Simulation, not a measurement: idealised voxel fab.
Process module, titled voxel transistor to metal
The cross-section on display is named cut; it measures 185 nm wide, and its cells are 5 nm squares.
A cross-section is written here as square cells arranged in a grid, and it is given in bands from the top down, each band taking up one or more rows of cells.
Band: top height; bottom height; in nm. Then, left to right: material with width in nm, for each material. "full width": a single material spanning edge to edge. "empty": empty space.
Ref level 0: as-received wafer is one material below here. Bottom band extends down with no lower bound ("0..down").
Width spec "30->40" -> top row of cells at first value, bottom row at second value, equal per-row change in between.
"nothing different" for a step: no cell of the cross-section changed in that step.
If an empty space has no open way to the top and is at least 8 cells in size, "Closed void inventory" lists it, written width x height at distance, where distance is measured from the left edge and every value is in nm.
Anything after a step's settings on that line? It's the simulator's own note about the step.
You can add "overlay nm" to a step's line. For a step with a mask, it describes how far the mask lay to the right of its planned position, and a negative number describes a lay to the left.

# Planned step list for the process
- 1: RECEIVE: material Si
- 2: OXIDIZE: depth nm 5
- 3: CONFORMAL_DEP: material SiN, thk nm 10
- 4: DIRECTIONAL_DEP: material aC, thk nm 10
- 5: PATTERN: tone cover, mask id ACTIVE, material resist, width nm 105, thk nm 25, overlay nm 0
- 6: DIRECTIONAL_ETCH: etch materials aC, depth nm 10
- 7: STRIP: etch materials resist
- 8: DIRECTIONAL_ETCH: etch materials SiN, depth nm 10
- 9: DIRECTIONAL_ETCH: etch materials SiO2, depth nm 5
- 10: DIRECTIONAL_ETCH: etch materials Si, depth nm 35
- 11: STRIP: etch materials aC
- 12: OXIDIZE: depth nm 5
- 13: FILL_DEP: material SiO2, thk nm 5
- 14: CMP: height nm 10
- 15: SELECTIVE_ETCH: etch materials SiO2, depth nm 5
- 16: STRIP: etch materials SiN
- 17: SELECTIVE_ETCH: etch materials SiO2, depth nm 5
- 18: OXIDIZE: depth nm 5
- 19: DIRECTIONAL_DEP: material polySi, thk nm 30
- 20: DIRECTIONAL_DEP: material SiCN, thk nm 10
- 21: PATTERN: tone cover, mask id GATE, material resist, width nm 25, thk nm 20, overlay nm 0
- 22: DIRECTIONAL_ETCH: etch materials SiCN, depth nm 20
- 23: DIRECTIONAL_ETCH: etch materials polySi, depth nm 40
- 24: STRIP: etch materials resist
- 25: CONFORMAL_DEP: material SiO2, thk nm 5
- 26: DIRECTIONAL_ETCH: etch materials SiO2, depth nm 5
- 27: CONFORMAL_DEP: material SiN, thk nm 5
- 28: DIRECTIONAL_ETCH: etch materials SiN, depth nm 5
- 29: DIRECTIONAL_ETCH: etch materials SiO2, depth nm 5
- 30: DIRECTIONAL_ETCH: etch materials Si, depth nm 10
- 31: EPI: material nSi, thk nm 10
- 32: FILL_DEP: material SiO2, thk nm 10
- 33: CMP: height nm 35
- 34: DIRECTIONAL_DEP: material SiO2, thk nm 15
- 35: PATTERN: tone open, mask id CONTACT, material resist, width nm 20, pitch nm 75, thk nm 15, overlay nm 0
- 36: DIRECTIONAL_ETCH: etch materials SiO2, depth nm 60
- 37: STRIP: etch materials resist
- 38: CONFORMAL_DEP: material TiN, thk nm 5
- 39: FILL_DEP: material Ru, thk nm 5
- 40: CMP: height nm 50
- 41: DIRECTIONAL_DEP: material TiN, thk nm 5
- 42: DIRECTIONAL_DEP: material W, thk nm 15
- 43: DIRECTIONAL_DEP: material aC, thk nm 15
- 44: PATTERN: tone cover, mask id METAL_1, material resist, width nm 20, pitch nm 75, thk nm 35, overlay nm 0
- 45: DIRECTIONAL_ETCH: etch materials aC, depth nm 15
- 46: STRIP: etch materials resist
- 47: DIRECTIONAL_ETCH: etch materials W, depth nm 15
- 48: DIRECTIONAL_ETCH: etch materials TiN, depth nm 5
- 49: STRIP: etch materials aC
- 50: CONFORMAL_DEP: material SiN, thk nm 5
- 51: FILL_DEP: material lowk, thk nm 10
- 52: CMP: height nm 70
- 53: CONFORMAL_DEP: material SiCN, thk nm 5
- 54: DIRECTIONAL_DEP: material SiO2, thk nm 35
- 55: MASKED_ETCH: tone open, mask id METAL_2, width nm 20, pitch nm 75, etch materials SiO2, depth nm 20, overlay nm 0
- 56: MASKED_ETCH: tone open, mask id METAL_2_HOLES, width nm 15, pitch nm 75, etch materials SiO2, depth nm 15, overlay nm 0
- 57: MASKED_ETCH: tone open, mask id METAL_2_HOLES, width nm 15, pitch nm 75, etch materials SiCN, depth nm 5, overlay nm 0
- 58: CONFORMAL_DEP: material TiN, thk nm 5
- 59: FILL_DEP: material Ru, thk nm 5
- 60: CMP: height nm 110
- 61: CONFORMAL_DEP: material SiN, thk nm 5

# Cross-sectional view of the wafer in its as-received condition, corresponding to the state after step 1
> 0..down  Si full width
> Closed void inventory: none

# Cross-section: first of two wafers, module finished, run according to plan
> 115..110  SiN full width
> 110..95  SiO2 (45)  TiN (5)  Ru (10)  TiN (5)  SiO2 (55)  TiN (5)  Ru (10)  TiN (5)  SiO2 (45)
> 95..90  SiO2 (45)  TiN (5)  Ru (5)  TiN (10)  SiO2 (55)  TiN (5)  Ru (5)  TiN (10)  SiO2 (45)
> 90..75  SiO2 (45)  TiN (5)  Ru (5)  TiN (5)  SiO2 (60)  TiN (5)  Ru (5)  TiN (5)  SiO2 (50)
> 75..70  SiCN (45)  TiN (15)  SiCN (60)  TiN (15)  SiCN (50)
> 70..55  lowk (40)  SiN (5)  W (20)  SiN (5)  lowk (45)  SiN (5)  W (20)  SiN (5)  lowk (40)
> 55..50  SiN (45)  TiN (20)  SiN (55)  TiN (20)  SiN (45)
> 50..35  SiO2 (45)  TiN (5)  Ru (10)  TiN (5)  SiO2 (55)  TiN (5)  Ru (10)  TiN (5)  SiO2 (45)
> 35..25  SiO2 (45)  TiN (5)  Ru (10)  TiN (5)  SiO2 (5)  SiN (5)  SiO2 (5)  SiCN (25)  SiO2 (5)  SiN (5)  SiO2 (5)  TiN (5)  Ru (10)  TiN (5)  SiO2 (45)
> 25..5  SiO2 (45)  TiN (5)  Ru (10)  TiN (5)  SiO2 (5)  SiN (5)  SiO2 (5)  polySi (25)  SiO2 (5)  SiN (5)  SiO2 (5)  TiN (5)  Ru (10)  TiN (5)  SiO2 (45)
> 5..0  SiO2 (45)  TiN (5)  Ru (5)  TiN (10)  SiO2 (5)  SiN (5)  SiO2 (5)  polySi (25)  SiO2 (5)  SiN (5)  SiO2 (5)  TiN (10)  Ru (5)  TiN (5)  SiO2 (45)
> 0..-5  SiO2 (40)  SiN (5)  TiN (5)  Ru (5)  TiN (5)  nSi (10)  SiN (5)  SiO2 (5)  polySi (25)  SiO2 (5)  SiN (5)  nSi (10)  TiN (5)  Ru (5)  TiN (5)  SiN (5)  SiO2 (40)
> -5..-10  SiO2 (45)  TiN (15)  nSi (10)  SiO2 (45)  nSi (10)  TiN (15)  SiO2 (45)
> -10..-20  SiO2 (45)  nSi (25)  Si (45)  nSi (25)  SiO2 (45)
> -20..-45  SiO2 (45)  Si (95)  SiO2 (45)
> -45..down  Si full width
> Closed void inventory: none

# This is the second of the two wafers, cross-sectioned at the end of the module; it started exactly like the first and was given the same plan, but it was run with one mistake
> 115..110  SiN full width
> 110..95  SiO2 (45)  TiN (5)  Ru (10)  TiN (5)  SiO2 (55)  TiN (5)  Ru (10)  TiN (5)  SiO2 (45)
> 95..90  SiO2 (45)  TiN (5)  Ru (5)  TiN (10)  SiO2 (55)  TiN (5)  Ru (5)  TiN (10)  SiO2 (45)
> 90..75  SiO2 (45)  TiN (5)  Ru (5)  TiN (5)  SiO2 (60)  TiN (5)  Ru (5)  TiN (5)  SiO2 (50)
> 75..70  SiCN (45)  TiN (15)  SiCN (60)  TiN (15)  SiCN (50)
> 70..55  lowk (40)  SiN (5)  W (20)  SiN (5)  lowk (45)  SiN (5)  W (20)  SiN (5)  lowk (40)
> 55..50  SiN (45)  TiN (20)  SiN (55)  TiN (20)  SiN (45)
> 50..40  SiO2 (45)  TiN (5)  Ru (10)  TiN (5)  SiO2 (55)  TiN (5)  Ru (10)  TiN (5)  SiO2 (45)
> 40..35  SiO2 (45)  TiN (20)  SiO2 (55)  TiN (20)  SiO2 (45)
> 35..30  SiCN (80)  SiO2 (5)  SiN (5)  SiO2 (5)  SiN (5)  SiO2 (5)  SiCN (80)
> 30..25  polySi (35)  SiCN (45)  SiO2 (5)  SiN (5)  SiO2 (5)  SiN (5)  SiO2 (5)  SiCN (45)  polySi (35)
> 25..0  polySi (80)  SiO2 (5)  SiN (5)  SiO2 (5)  SiN (5)  SiO2 (5)  polySi (80)
> 0..-5  SiO2 (35)  polySi (45)  SiO2 (5)  SiN (5)  nSi (5)  SiN (5)  SiO2 (5)  polySi (45)  SiO2 (35)
> -5..-10  SiO2 (90)  nSi (5)  SiO2 (90)
> -10..-20  SiO2 (45)  Si (45)  nSi (5)  Si (45)  SiO2 (45)
> -20..-45  SiO2 (45)  Si (95)  SiO2 (45)
> -45..down  Si full width
> Closed void inventory: none
What was done differently from what was planned? step 21 ran as: PATTERN: tone open, mask id GATE, material resist, width nm 25, thk nm 20, overlay nm 0
It is noted that, at the conclusion of processing, the second wafer exhibits a higher or lower cell count for certain materials relative to the first: -32 Ru; +18 Si; +40 SiCN; -2 SiN; -126 SiO2; -36 TiN; -24 nSi; +162 polySi
